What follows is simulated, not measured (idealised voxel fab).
process module | voxel capacitor over wiring
cross-section cut | 235 nm wide | cells 5 nm
A cross-section is a grid of square cells, given in bands from the top down. A band is one or more rows of cells.
Each band's line starts with the height of the band's top and of its bottom, in nm. Then come its materials from left to right, each with its width in nm. One material with "throughout" fills the band from edge to edge. "air" is empty space.
Height 0 is the level under which the wafer as received is all one material. The lowest band goes on downwards, as in "0 down".
A width such as "30 to 40" changes by the same amount from each row of cells to the next, from the band's top row to its bottom row.
"no change" after a step means that no cell of the cross-section changed.
closed voids: empty space of 8 cells or more with no open way to the top, each as width x height at its distance from the left edge, in nm
after a step's settings: what the simulator itself notes on the step
overlay nm, on a step with a mask: how far to the right of its planned place the mask lay; to the left if negative
plan
1 op RECEIVE | material Si
2 op CONFORMAL_DEP | material SiO2 | thk nm 15
3 op CONFORMAL_DEP | material SiCN | thk nm 5
4 op DIRECTIONAL_DEP | material SiO2 | thk nm 25
5 op MASKED_ETCH | tone open | mask id METAL_1 | width nm 30 | pitch nm 85 | etch materials SiO2 | depth nm 25 | overlay nm 0
6 op MASKED_ETCH | tone open | mask id METAL_1 | width nm 30 | pitch nm 85 | etch materials SiCN | depth nm 5 | overlay nm 0
7 op CONFORMAL_DEP | material TiN | thk nm 5
8 op FILL_DEP | material Cu | thk nm 5
9 op CMP | height nm 45
10 op CONFORMAL_DEP | material SiCN | thk nm 5
11 op DIRECTIONAL_DEP | material SiO2 | thk nm 20
12 op DIRECTIONAL_DEP | material aC | thk nm 15
13 op PATTERN | tone open | mask id PLUG_1 | material resist | width nm 15 | thk nm 30 | overlay nm 0
14 op DIRECTIONAL_ETCH | etch materials aC | depth nm 15
15 op STRIP | etch materials resist
16 op DIRECTIONAL_ETCH | etch materials SiO2 | depth nm 20
17 op DIRECTIONAL_ETCH | etch materials SiCN | depth nm 5
18 op STRIP | etch materials aC
19 op CONFORMAL_DEP | material TiN | thk nm 5
20 op FILL_DEP | material Cu | thk nm 10
21 op CMP | height nm 70
22 op DIRECTIONAL_DEP | material TiN | thk nm 10
23 op DIRECTIONAL_DEP | material HfO2 | thk nm 5
24 op DIRECTIONAL_DEP | material TiN | thk nm 10
25 op PATTERN | tone cover | mask id UPPER_PLATE | material resist | width nm 60 | thk nm 15 | overlay nm 0
26 op DIRECTIONAL_ETCH | etch materials TiN | depth nm 10
27 op DIRECTIONAL_ETCH | etch materials HfO2 | depth nm 5
28 op STRIP | etch materials resist
29 op MASKED_ETCH | tone cover | mask id LOWER_PLATE | width nm 70 | etch materials TiN | depth nm 10 | overlay nm 0
30 op FILL_DEP | material SiO2 | thk nm 15
31 op CMP | height nm 105
32 op DIRECTIONAL_DEP | material aC | thk nm 15
33 op PATTERN | tone open | mask id PLUG_2 | material resist | width nm 15 | thk nm 30 | overlay nm 0
34 op DIRECTIONAL_ETCH | etch materials aC | depth nm 15
35 op STRIP | etch materials resist
36 op DIRECTIONAL_ETCH | etch materials SiO2 | depth nm 10
37 op STRIP | etch materials aC
38 op CONFORMAL_DEP | material TiN | thk nm 5
39 op FILL_DEP | material Ru | thk nm 10
40 op CMP | height nm 105
41 op CONFORMAL_DEP | material SiN | thk nm 5
first wafer, as planned
as received, after step 1
  0 down: Si throughout
  closed voids: none
after step 2
  15 to 0: SiO2 throughout
  below 0: unchanged
after step 3
  20 to 15: SiCN throughout
  below 15: unchanged
after step 4
  45 to 20: SiO2 throughout
  below 20: unchanged
after step 5
  45 to 20: SiO2 60 | air 30 | SiO2 55 | air 30 | SiO2 60
  below 20: unchanged
after step 6
  45 to 20: SiO2 60 | air 30 | SiO2 55 | air 30 | SiO2 60
  20 to 15: SiCN 60 | air 30 | SiCN 55 | air 30 | SiCN 60
  below 15: unchanged
after step 7
  50 to 45: TiN 65 | air 20 | TiN 65 | air 20 | TiN 65
  45 to 20: SiO2 60 | TiN 5 | air 20 | TiN 5 | SiO2 55 | TiN 5 | air 20 | TiN 5 | SiO2 60
  20 to 15: SiCN 60 | TiN 30 | SiCN 55 | TiN 30 | SiCN 60
  below 15: unchanged
after step 8
  55 to 50: Cu throughout
  50 to 45: TiN 65 | Cu 20 | TiN 65 | Cu 20 | TiN 65
  45 to 20: SiO2 60 | TiN 5 | Cu 20 | TiN 5 | SiO2 55 | TiN 5 | Cu 20 | TiN 5 | SiO2 60
  below 20: unchanged
after step 9
  45 to 20: SiO2 60 | TiN 5 | Cu 20 | TiN 5 | SiO2 55 | TiN 5 | Cu 20 | TiN 5 | SiO2 60
  below 20: unchanged
after step 10
  50 to 45: SiCN throughout
  below 45: unchanged
after step 11
  70 to 50: SiO2 throughout
  below 50: unchanged
after step 12
  85 to 70: aC throughout
  below 70: unchanged
after step 13
  115 to 85: resist 75 | air 15 | resist 145
  below 85: unchanged
after step 14
  100 to 85: resist 75 | air 15 | resist 145
  85 to 70: aC 75 | air 15 | aC 145
  below 70: unchanged
after step 15
  85 to 70: aC 75 | air 15 | aC 145
  below 70: unchanged
after step 16
  85 to 70: aC 75 | air 15 | aC 145
  70 to 50: SiO2 75 | air 15 | SiO2 145
  below 50: unchanged
after step 17
  85 to 70: aC 75 | air 15 | aC 145
  70 to 50: SiO2 75 | air 15 | SiO2 145
  50 to 45: SiCN 75 | air 15 | SiCN 145
  below 45: unchanged
after step 18
  70 to 50: SiO2 75 | air 15 | SiO2 145
  below 50: unchanged
after step 19
  75 to 70: TiN 80 | air 5 | TiN 150
  70 to 50: SiO2 75 | TiN 5 | air 5 | TiN 5 | SiO2 145
  50 to 45: SiCN 75 | TiN 15 | SiCN 145
  below 45: unchanged
after step 20
  85 to 75: Cu throughout
  75 to 70: TiN 80 | Cu 5 | TiN 150
  70 to 50: SiO2 75 | TiN 5 | Cu 5 | TiN 5 | SiO2 145
  below 50: unchanged
after step 21
  70 to 50: SiO2 75 | TiN 5 | Cu 5 | TiN 5 | SiO2 145
  below 50: unchanged
after step 22
  80 to 70: TiN throughout
  below 70: unchanged
after step 23
  85 to 80: HfO2 throughout
  below 80: unchanged
after step 24
  95 to 85: TiN throughout
  below 85: unchanged
after step 25
  110 to 95: air 75 | resist 60 | air 100
  below 95: unchanged
after step 26
  110 to 95: air 75 | resist 60 | air 100
  95 to 85: air 75 | TiN 60 | air 100
  below 85: unchanged
after step 27
  110 to 95: air 75 | resist 60 | air 100
  95 to 85: air 75 | TiN 60 | air 100
  85 to 80: air 75 | HfO2 60 | air 100
  below 80: unchanged
after step 28
  95 to 85: air 75 | TiN 60 | air 100
  below 85: unchanged
after step 29
  95 to 85: air 75 | TiN 60 | air 100
  85 to 80: air 75 | HfO2 60 | air 100
  80 to 70: air 70 | TiN 70 | air 95
  below 70: unchanged
after step 30
  110 to 95: SiO2 throughout
  95 to 85: SiO2 75 | TiN 60 | SiO2 100
  85 to 80: SiO2 75 | HfO2 60 | SiO2 100
  80 to 70: SiO2 70 | TiN 70 | SiO2 95
  below 70: unchanged
after step 31
  105 to 95: SiO2 throughout
  below 95: unchanged
after step 32
  120 to 105: aC throughout
  below 105: unchanged
after step 33
  150 to 120: resist 85 | air 15 | resist 135
  below 120: unchanged
after step 34
  135 to 120: resist 85 | air 15 | resist 135
  120 to 105: aC 85 | air 15 | aC 135
  below 105: unchanged
after step 35
  120 to 105: aC 85 | air 15 | aC 135
  below 105: unchanged
after step 36
  120 to 105: aC 85 | air 15 | aC 135
  105 to 95: SiO2 85 | air 15 | SiO2 135
  below 95: unchanged
after step 37
  105 to 95: SiO2 85 | air 15 | SiO2 135
  below 95: unchanged
after step 38
  110 to 105: TiN 90 | air 5 | TiN 140
  105 to 100: SiO2 85 | TiN 5 | air 5 | TiN 5 | SiO2 135
  100 to 95: SiO2 85 | TiN 15 | SiO2 135
  below 95: unchanged
after step 39
  120 to 110: Ru throughout
  110 to 105: TiN 90 | Ru 5 | TiN 140
  105 to 100: SiO2 85 | TiN 5 | Ru 5 | TiN 5 | SiO2 135
  below 100: unchanged
after step 40
  105 to 100: SiO2 85 | TiN 5 | Ru 5 | TiN 5 | SiO2 135
  below 100: unchanged
after step 41
  110 to 105: SiN throughout
  below 105: unchanged
second wafer: like start, like plan, one mistake. Through step 9 it matches the first wafer
when step 10 should have ended
  50 to 45: Ru throughout
  below 45: unchanged
when step 11 should have ended
  70 to 50: SiO2 throughout
  below 50: unchanged
when step 12 should have ended
  85 to 70: aC throughout
  below 70: unchanged
when step 13 should have ended
  115 to 85: resist 75 | air 15 | resist 145
  below 85: unchanged
when step 14 should have ended
  100 to 85: resist 75 | air 15 | resist 145
  85 to 70: aC 75 | air 15 | aC 145
  below 70: unchanged
when step 15 should have ended
  85 to 70: aC 75 | air 15 | aC 145
  below 70: unchanged
when step 16 should have ended
  85 to 70: aC 75 | air 15 | aC 145
  70 to 50: SiO2 75 | air 15 | SiO2 145
  below 50: unchanged
when step 17 should have ended: no change
when step 18 should have ended
  70 to 50: SiO2 75 | air 15 | SiO2 145
  below 50: unchanged
when step 19 should have ended
  75 to 70: TiN 80 | air 5 | TiN 150
  70 to 55: SiO2 75 | TiN 5 | air 5 | TiN 5 | SiO2 145
  55 to 50: SiO2 75 | TiN 15 | SiO2 145
  below 50: unchanged
when step 20 should have ended
  85 to 75: Cu throughout
  75 to 70: TiN 80 | Cu 5 | TiN 150
  70 to 55: SiO2 75 | TiN 5 | Cu 5 | TiN 5 | SiO2 145
  below 55: unchanged
when step 21 should have ended
  70 to 55: SiO2 75 | TiN 5 | Cu 5 | TiN 5 | SiO2 145
  below 55: unchanged
when step 22 should have ended
  80 to 70: TiN throughout
  below 70: unchanged
when step 23 should have ended
  85 to 80: HfO2 throughout
  below 80: unchanged
when step 24 should have ended
  95 to 85: TiN throughout
  below 85: unchanged
when step 25 should have ended
  110 to 95: air 75 | resist 60 | air 100
  below 95: unchanged
when step 26 should have ended
  110 to 95: air 75 | resist 60 | air 100
  95 to 85: air 75 | TiN 60 | air 100
  below 85: unchanged
when step 27 should have ended
  110 to 95: air 75 | resist 60 | air 100
  95 to 85: air 75 | TiN 60 | air 100
  85 to 80: air 75 | HfO2 60 | air 100
  below 80: unchanged
when step 28 should have ended
  95 to 85: air 75 | TiN 60 | air 100
  below 85: unchanged
when step 29 should have ended
  95 to 85: air 75 | TiN 60 | air 100
  85 to 80: air 75 | HfO2 60 | air 100
  80 to 70: air 70 | TiN 70 | air 95
  below 70: unchanged
when step 30 should have ended
  110 to 95: SiO2 throughout
  95 to 85: SiO2 75 | TiN 60 | SiO2 100
  85 to 80: SiO2 75 | HfO2 60 | SiO2 100
  80 to 70: SiO2 70 | TiN 70 | SiO2 95
  below 70: unchanged
when step 31 should have ended
  105 to 95: SiO2 throughout
  below 95: unchanged
when step 32 should have ended
  120 to 105: aC throughout
  below 105: unchanged
when step 33 should have ended
  150 to 120: resist 85 | air 15 | resist 135
  below 120: unchanged
when step 34 should have ended
  135 to 120: resist 85 | air 15 | resist 135
  120 to 105: aC 85 | air 15 | aC 135
  below 105: unchanged
when step 35 should have ended
  120 to 105: aC 85 | air 15 | aC 135
  below 105: unchanged
when step 36 should have ended
  120 to 105: aC 85 | air 15 | aC 135
  105 to 95: SiO2 85 | air 15 | SiO2 135
  below 95: unchanged
when step 37 should have ended
  105 to 95: SiO2 85 | air 15 | SiO2 135
  below 95: unchanged
when step 38 should have ended
  110 to 105: TiN 90 | air 5 | TiN 140
  105 to 100: SiO2 85 | TiN 5 | air 5 | TiN 5 | SiO2 135
  100 to 95: SiO2 85 | TiN 15 | SiO2 135
  below 95: unchanged
when step 39 should have ended
  120 to 110: Ru throughout
  110 to 105: TiN 90 | Ru 5 | TiN 140
  105 to 100: SiO2 85 | TiN 5 | Ru 5 | TiN 5 | SiO2 135
  below 100: unchanged
when step 40 should have ended
  105 to 100: SiO2 85 | TiN 5 | Ru 5 | TiN 5 | SiO2 135
  below 100: unchanged
when step 41 should have ended
  110 to 105: SiN throughout
  below 105: unchanged
what went wrong: step 10 ran as: op CONFORMAL_DEP | material Ru | thk nm 5
at the end the second wafer has, in cells: 1 fewer of Cu | 47 more of Ru | 44 fewer of SiCN | 2 fewer of TiN
